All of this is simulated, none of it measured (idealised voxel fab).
process module | voxel capacitor over wiring
cross-section cut | 260 nm wide | cells 5 nm
A cross-section is a grid of square cells, given in bands from the top down. A band is one or more rows of cells.
Each band's line starts with the height of the band's top and of its bottom, in nm. Then come its materials from left to right, each with its width in nm. One material with "throughout" fills the band from edge to edge. "air" is empty space.
Height 0 is the level under which the wafer as received is all one material. The lowest band goes on downwards, as in "0 down".
A width such as "30 to 40" changes by the same amount from each row of cells to the next, from the band's top row to its bottom row.
"no change" after a step means that no cell of the cross-section changed.
closed voids: empty space of 8 cells or more with no open way to the top, each as width x height at its distance from the left edge, in nm
after a step's settings: what the simulator itself notes on the step
overlay nm, on a step with a mask: how far to the right of its planned place the mask lay; to the left if negative
plan
1 op RECEIVE | material Si
2 op CONFORMAL_DEP | material SiO2 | thk nm 10
3 op CONFORMAL_DEP | material SiN | thk nm 5
4 op DIRECTIONAL_DEP | material lowk | thk nm 15
5 op PATTERN | tone open | mask id METAL_1 | material resist | width nm 30 | pitch nm 90 | thk nm 15 | overlay nm 0
6 op DIRECTIONAL_ETCH | etch materials lowk | depth nm 15
7 op DIRECTIONAL_ETCH | etch materials SiN | depth nm 5
8 op STRIP | etch materials resist
9 op CONFORMAL_DEP | material TiN | thk nm 5
10 op FILL_DEP | material Cu | thk nm 10
11 op CMP | height nm 30
12 op CONFORMAL_DEP | material SiCN | thk nm 5
13 op DIRECTIONAL_DEP | material SiO2 | thk nm 10
14 op MASKED_ETCH | tone open | mask id PLUG_1 | width nm 15 | etch materials SiO2 | depth nm 10 | overlay nm 0
15 op MASKED_ETCH | tone open | mask id PLUG_1 | width nm 15 | etch materials SiCN | depth nm 5 | overlay nm 0
16 op EPI | material Ru | thk nm 10
17 op EPI | material Ru | thk nm 5
18 op DIRECTIONAL_DEP | material TiN | thk nm 10
19 op DIRECTIONAL_DEP | material HfO2 | thk nm 5
20 op DIRECTIONAL_DEP | material TiN | thk nm 5
21 op PATTERN | tone cover | mask id UPPER_PLATE | material resist | width nm 65 | thk nm 15 | overlay nm 0
22 op DIRECTIONAL_ETCH | etch materials TiN | depth nm 5
23 op DIRECTIONAL_ETCH | etch materials HfO2 | depth nm 5
24 op STRIP | etch materials resist
25 op DIRECTIONAL_DEP | material aC | thk nm 15
26 op PATTERN | tone cover | mask id LOWER_PLATE | material resist | width nm 75 | thk nm 35 | overlay nm 0
27 op DIRECTIONAL_ETCH | etch materials aC | depth nm 15
28 op STRIP | etch materials resist
29 op DIRECTIONAL_ETCH | etch materials TiN | depth nm 10
30 op STRIP | etch materials aC
31 op FILL_DEP | material SiO2 | thk nm 15
32 op CMP | height nm 75
33 op PATTERN | tone open | mask id PLUG_2 | material resist | width nm 15 | thk nm 15 | overlay nm -15
34 op DIRECTIONAL_ETCH | etch materials SiO2 | depth nm 10
35 op STRIP | etch materials resist
36 op CONFORMAL_DEP | material TiN | thk nm 5
37 op FILL_DEP | material Cu | thk nm 10
38 op CMP | height nm 75
39 op CONFORMAL_DEP | material SiN | thk nm 5
varied across the wafers: overlay nm of step 33. The plan shows the first wafer's value. All wafers start alike
first wafer as received, after step 1
  0 down: Si throughout
  closed voids: none
first wafer at the end, after step 39
  80 to 75: SiN throughout
  75 to 70: SiO2 80 | TiN 5 | Cu 5 | TiN 5 | SiO2 165
  70 to 60: SiO2 80 to 85 | TiN 15 to 65 | SiO2 165 to 110
  60 to 55: SiO2 85 | HfO2 65 | SiO2 110
  55 to 45: SiO2 80 | TiN 75 | SiO2 105
  45 to 35: SiO2 85 | Ru 15 | SiO2 160
  35 to 30: SiCN 85 | Ru 15 | SiCN 160
  30 to 15: lowk 70 | TiN 5 | Cu 20 | TiN 5 | lowk 60 | TiN 5 | Cu 20 | TiN 5 | lowk 70
  15 to 10: SiN 70 | TiN 30 | SiN 60 | TiN 30 | SiN 70
  10 to 0: SiO2 throughout
  0 down: Si throughout
  closed voids: none
last wafer at the end
  80 to 75: SiN throughout
  75 to 70: SiO2 110 | TiN 5 | Cu 5 | TiN 5 | SiO2 135
  70 to 60: SiO2 110 to 85 | TiN 15 to 65 | SiO2 135 to 110
  60 to 55: SiO2 85 | HfO2 65 | SiO2 110
  55 to 45: SiO2 80 | TiN 75 | SiO2 105
  45 to 35: SiO2 85 | Ru 15 | SiO2 160
  35 to 30: SiCN 85 | Ru 15 | SiCN 160
  30 to 15: lowk 70 | TiN 5 | Cu 20 | TiN 5 | lowk 60 | TiN 5 | Cu 20 | TiN 5 | lowk 70
  15 to 10: SiN 70 | TiN 30 | SiN 60 | TiN 30 | SiN 70
  10 to 0: SiO2 throughout
  0 down: Si throughout
  closed voids: none
each wafer at the end: cells of each material gained (+) or lost (-) since it was received, then its closed voids
overlay nm -15 | +25 Cu | +13 HfO2 | +9 Ru | +49 SiCN | +92 SiN | +452 SiO2 | +72 TiN | +120 lowk | closed voids: none
overlay nm -10 | +25 Cu | +13 HfO2 | +9 Ru | +49 SiCN | +92 SiN | +452 SiO2 | +72 TiN | +120 lowk | closed voids: none
overlay nm -5 | +25 Cu | +13 HfO2 | +9 Ru | +49 SiCN | +92 SiN | +452 SiO2 | +72 TiN | +120 lowk | closed voids: none
overlay nm 0 | +25 Cu | +13 HfO2 | +9 Ru | +49 SiCN | +92 SiN | +452 SiO2 | +72 TiN | +120 lowk | closed voids: none
overlay nm 5 | +25 Cu | +13 HfO2 | +9 Ru | +49 SiCN | +92 SiN | +452 SiO2 | +72 TiN | +120 lowk | closed voids: none
overlay nm 10 | +25 Cu | +13 HfO2 | +9 Ru | +49 SiCN | +92 SiN | +452 SiO2 | +72 TiN | +120 lowk | closed voids: none
overlay nm 15 | +25 Cu | +13 HfO2 | +9 Ru | +49 SiCN | +92 SiN | +452 SiO2 | +72 TiN | +120 lowk | closed voids: none
